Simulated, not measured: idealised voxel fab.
The process module presented herein is designated voxel wiring stack.
In the cross-section labelled cut, the width is 240 nm and each square cell is 5 nm.
Cross-section spec: square-cell grid; bands listed top down; each band is one or more rows. Each band's line starts with the height of the band's top and of its bottom, in nm. Then come its materials from left to right, each with its width in nm. One material with "full width" fills the band from edge to edge. "air" is empty space. Ref level 0: as-received wafer is one material below here. Bottom band extends down with no lower bound ("top 0, no bottom"). Note: "30 to 40" means the width goes from the first number (top row of the band) to the second number (bottom row) in equal steps per row of cells. The cross-section has no changed cell in any step marked "same as before". You'll see "Voids, fully enclosed" listing empty spaces that have no way open to the top, as long as they're 8 cells or more; the notation is width x height at distance, where the distance is from the left edge, and all of it is in nm. Heads up: the bit after the settings on a step's line is the simulator's remark on that step. overlay nm: for a step with a mask, the amount by which the mask lay right of where it was planned; a negative amount means left of it.
Steps in the process plan
- 1: RECEIVE with material Si
- 2: CONFORMAL_DEP with material SiO2, thk nm 15
- 3: DIRECTIONAL_DEP with material TiN, thk nm 5
- 4: DIRECTIONAL_DEP with material Ru, thk nm 25
- 5: PATTERN with tone cover, mask id METAL_1, material resist, width nm 25, pitch nm 45, thk nm 20, overlay nm 0
- 6: DIRECTIONAL_ETCH with etch materials Ru, depth nm 25
- 7: DIRECTIONAL_ETCH with etch materials TiN, depth nm 5
- 8: STRIP with etch materials resist
- 9: FILL_DEP with material lowk, thk nm 10
- 10: CMP with height nm 45
- 11: CONFORMAL_DEP with material SiCN, thk nm 5
- 12: DIRECTIONAL_DEP with material lowk, thk nm 25
- 13: DIRECTIONAL_DEP with material aC, thk nm 10
- 14: PATTERN with tone open, mask id METAL_2_HOLES, material resist, width nm 15, pitch nm 45, thk nm 25, overlay nm 0
- 15: DIRECTIONAL_ETCH with etch materials aC, depth nm 10
- 16: STRIP with etch materials resist
- 17: DIRECTIONAL_ETCH with etch materials lowk, depth nm 25
- 18: STRIP with etch materials aC
- 19: MASKED_ETCH with tone open, mask id METAL_2, width nm 25, pitch nm 45, etch materials lowk, depth nm 15, overlay nm 0
- 20: MASKED_ETCH with tone open, mask id METAL_2, width nm 25, pitch nm 45, etch materials SiCN, depth nm 5, overlay nm 0
- 21: CONFORMAL_DEP with material TiN, thk nm 5
- 22: FILL_DEP with material Cu, thk nm 10
- 23: CMP with height nm 75
- 24: CONFORMAL_DEP with material SiCN, thk nm 5
Here's what the wafer looked like in cross-section when it arrived - that's after step 1
- top 0, no bottom = Si full width
- Voids, fully enclosed: none
Final cross-section, module run with one mistake (start and plan as above)
- top 80, bottom 75 = SiCN full width
- top 75, bottom 65 = 40 lowk  5 TiN  10 Cu  5 TiN  25 lowk  5 TiN  10 Cu  5 TiN  25 lowk  5 TiN  10 Cu  5 TiN  25 lowk  5 TiN  10 Cu  5 TiN  45 lowk
- top 65, bottom 60 = 40 lowk  5 TiN  5 Cu  10 TiN  25 lowk  5 TiN  5 Cu  10 TiN  25 lowk  5 TiN  5 Cu  10 TiN  25 lowk  5 TiN  5 Cu  10 TiN  45 lowk
- top 60, bottom 50 = 40 lowk  5 TiN  5 Cu  5 TiN  30 lowk  5 TiN  5 Cu  5 TiN  30 lowk  5 TiN  5 Cu  5 TiN  30 lowk  5 TiN  5 Cu  5 TiN  50 lowk
- top 50, bottom 45 = 40 SiCN  15 TiN  30 SiCN  15 TiN  30 SiCN  15 TiN  30 SiCN  15 TiN  50 SiCN
- top 45, bottom 20 = 40 lowk  25 Ru  20 lowk  25 Ru  20 lowk  25 Ru  20 lowk  25 Ru  40 lowk
- top 20, bottom 15 = 40 lowk  25 TiN  20 lowk  25 TiN  20 lowk  25 TiN  20 lowk  25 TiN  40 lowk
- top 15, bottom 0 = SiO2 full width
- top 0, no bottom = Si full width
- Voids, fully enclosed: none
Diagnosis: planned and actual differ for step 19; actual: MASKED_ETCH with tone open, mask id METAL_2, width nm 15, pitch nm 45, etch materials lowk, depth nm 15, overlay nm 0
